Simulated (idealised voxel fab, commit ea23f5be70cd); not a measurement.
process module | voxel gate over fins
cross-section cut | 250 nm wide | cells 5 nm
A cross-section is a grid of square cells, given in bands from the top down. A band is one or more rows of cells.
Each band's line starts with the height of the band's top and of its bottom, in nm. Then come its materials from left to right, each with its width in nm. One material with "throughout" fills the band from edge to edge. "air" is empty space.
Height 0 is the level under which the wafer as received is all one material. The lowest band goes on downwards, as in "0 down".
A width such as "30 to 40" changes by the same amount from each row of cells to the next, from the band's top row to its bottom row.
"no change" after a step means that no cell of the cross-section changed.
closed voids: empty space of 8 cells or more with no open way to the top, each as width x height at its distance from the left edge, in nm
after a step's settings: what the simulator itself notes on the step
overlay nm, on a step with a mask: how far to the right of its planned place the mask lay; to the left if negative
plan
1 op RECEIVE | material Si
2 op CONFORMAL_DEP | material SiN | thk nm 5
3 op MASKED_ETCH | tone cover | mask id FINS | width nm 15 | pitch nm 35 | etch materials SiN | depth nm 5 | overlay nm 0
4 op MASKED_ETCH | tone cover | mask id FINS | width nm 15 | pitch nm 35 | etch materials Si | depth nm 35 | overlay nm 0
5 op OXIDIZE | depth nm 5
6 op FILL_DEP | material SiO2 | thk nm 10
7 op CMP | height nm 5
8 op SELECTIVE_ETCH | etch materials SiO2 | depth nm 15
9 op STRIP | etch materials SiN
10 op CONFORMAL_DEP | material HfO2 | thk nm 5
11 op CONFORMAL_DEP | material TiN | thk nm 5
12 op CONFORMAL_DEP | material TiAl | thk nm 5
13 op CONFORMAL_DEP | material TiN | thk nm 5
14 op FILL_DEP | material W | thk nm 10
15 op CMP | height nm 25
16 op CONFORMAL_DEP | material SiN | thk nm 10
first wafer, as planned
as received, after step 1
  0 down: Si throughout
  closed voids: none
after step 2
  5 to 0: SiN throughout
  below 0: unchanged
after step 3
  5 to 0: air 100 | SiN 15 | air 20 | SiN 15 | air 100
  below 0: unchanged
after step 4
  5 to 0: air 100 | SiN 15 | air 20 | SiN 15 | air 100
  0 to -35: air 100 | Si 15 | air 20 | Si 15 | air 100
  below -35: unchanged
after step 5
  5 to 0: air 100 | SiN 15 | air 20 | SiN 15 | air 100
  0 to -35: air 100 | SiO2 5 | Si 5 | SiO2 5 | air 20 | SiO2 5 | Si 5 | SiO2 5 | air 100
  -35 to -40: SiO2 105 | Si 5 | SiO2 30 | Si 5 | SiO2 105
  below -40: unchanged
after step 6
  15 to 5: SiO2 throughout
  5 to 0: SiO2 100 | SiN 15 | SiO2 20 | SiN 15 | SiO2 100
  0 to -40: SiO2 105 | Si 5 | SiO2 30 | Si 5 | SiO2 105
  below -40: unchanged
after step 7
  5 to 0: SiO2 100 | SiN 15 | SiO2 20 | SiN 15 | SiO2 100
  below 0: unchanged
after step 8
  5 to 0: air 100 | SiN 15 | air 20 | SiN 15 | air 100
  0 to -10: air 105 | Si 5 | air 30 | Si 5 | air 105
  below -10: unchanged
after step 9
  0 to -10: air 105 | Si 5 | air 30 | Si 5 | air 105
  below -10: unchanged
after step 10
  5 to 0: air 100 | HfO2 15 | air 20 | HfO2 15 | air 100
  0 to -5: air 100 | HfO2 5 | Si 5 | HfO2 5 | air 20 | HfO2 5 | Si 5 | HfO2 5 | air 100
  -5 to -10: HfO2 105 | Si 5 | HfO2 30 | Si 5 | HfO2 105
  below -10: unchanged
after step 11
  10 to 5: air 95 | TiN 25 | air 10 | TiN 25 | air 95
  5 to 0: air 95 | TiN 5 | HfO2 15 | TiN 5 | air 10 | TiN 5 | HfO2 15 | TiN 5 | air 95
  0 to -5: TiN 100 | HfO2 5 | Si 5 | HfO2 5 | TiN 20 | HfO2 5 | Si 5 | HfO2 5 | TiN 100
  below -5: unchanged
after step 12
  15 to 10: air 90 | TiAl 70 | air 90
  10 to 5: air 90 | TiAl 5 | TiN 25 | TiAl 10 | TiN 25 | TiAl 5 | air 90
  5 to 0: TiAl 95 | TiN 5 | HfO2 15 | TiN 5 | TiAl 10 | TiN 5 | HfO2 15 | TiN 5 | TiAl 95
  below 0: unchanged
after step 13
  20 to 15: air 85 | TiN 80 | air 85
  15 to 10: air 85 | TiN 5 | TiAl 70 | TiN 5 | air 85
  10 to 5: TiN 90 | TiAl 5 | TiN 25 | TiAl 10 | TiN 25 | TiAl 5 | TiN 90
  below 5: unchanged
after step 14
  30 to 20: W throughout
  20 to 15: W 85 | TiN 80 | W 85
  15 to 10: W 85 | TiN 5 | TiAl 70 | TiN 5 | W 85
  below 10: unchanged
after step 15
  25 to 20: W throughout
  below 20: unchanged
after step 16
  35 to 25: SiN throughout
  below 25: unchanged
second wafer: like start, like plan, one mistake. Through step 2 it matches the first wafer
when step 3 should have ended
  5 to 0: air 100 | SiN 20 | air 15 | SiN 20 | air 95
  below 0: unchanged
when step 4 should have ended
  5 to 0: air 100 | SiN 20 | air 15 | SiN 20 | air 95
  0 to -35: air 100 | Si 20 | air 15 | Si 20 | air 95
  below -35: unchanged
when step 5 should have ended
  5 to 0: air 100 | SiN 20 | air 15 | SiN 20 | air 95
  0 to -35: air 100 | SiO2 5 | Si 10 | SiO2 5 | air 15 | SiO2 5 | Si 10 | SiO2 5 | air 95
  -35 to -40: SiO2 105 | Si 10 | SiO2 25 | Si 10 | SiO2 100
  below -40: unchanged
when step 6 should have ended
  15 to 5: SiO2 throughout
  5 to 0: SiO2 100 | SiN 20 | SiO2 15 | SiN 20 | SiO2 95
  0 to -40: SiO2 105 | Si 10 | SiO2 25 | Si 10 | SiO2 100
  below -40: unchanged
when step 7 should have ended
  5 to 0: SiO2 100 | SiN 20 | SiO2 15 | SiN 20 | SiO2 95
  below 0: unchanged
when step 8 should have ended
  5 to 0: air 100 | SiN 20 | air 15 | SiN 20 | air 95
  0 to -10: air 105 | Si 10 | air 25 | Si 10 | air 100
  below -10: unchanged
when step 9 should have ended
  0 to -10: air 105 | Si 10 | air 25 | Si 10 | air 100
  below -10: unchanged
when step 10 should have ended
  5 to 0: air 100 | HfO2 20 | air 15 | HfO2 20 | air 95
  0 to -5: air 100 | HfO2 5 | Si 10 | HfO2 5 | air 15 | HfO2 5 | Si 10 | HfO2 5 | air 95
  -5 to -10: HfO2 105 | Si 10 | HfO2 25 | Si 10 | HfO2 100
  below -10: unchanged
when step 11 should have ended
  10 to 5: air 95 | TiN 30 | air 5 | TiN 30 | air 90
  5 to 0: air 95 | TiN 5 | HfO2 20 | TiN 5 | air 5 | TiN 5 | HfO2 20 | TiN 5 | air 90
  0 to -5: TiN 100 | HfO2 5 | Si 10 | HfO2 5 | TiN 15 | HfO2 5 | Si 10 | HfO2 5 | TiN 95
  below -5: unchanged
when step 12 should have ended
  15 to 10: air 90 | TiAl 75 | air 85
  10 to 5: air 90 | TiAl 5 | TiN 30 | TiAl 5 | TiN 30 | TiAl 5 | air 85
  5 to 0: TiAl 95 | TiN 5 | HfO2 20 | TiN 5 | TiAl 5 | TiN 5 | HfO2 20 | TiN 5 | TiAl 90
  below 0: unchanged
when step 13 should have ended
  20 to 15: air 85 | TiN 85 | air 80
  15 to 10: air 85 | TiN 5 | TiAl 75 | TiN 5 | air 80
  10 to 5: TiN 90 | TiAl 5 | TiN 30 | TiAl 5 | TiN 30 | TiAl 5 | TiN 85
  below 5: unchanged
when step 14 should have ended
  30 to 20: W throughout
  20 to 15: W 85 | TiN 85 | W 80
  15 to 10: W 85 | TiN 5 | TiAl 75 | TiN 5 | W 80
  below 10: unchanged
when step 15 should have ended
  25 to 20: W throughout
  below 20: unchanged
when step 16 should have ended
  35 to 25: SiN throughout
  below 25: unchanged
what went wrong: step 3 ran as: op MASKED_ETCH | tone cover | mask id FINS | width nm 20 | pitch nm 35 | etch materials SiN | depth nm 5 | overlay nm 0
at the end the second wafer has, in cells: 16 more of Si | 12 fewer of SiO2 | 2 fewer of TiAl | 2 fewer of W
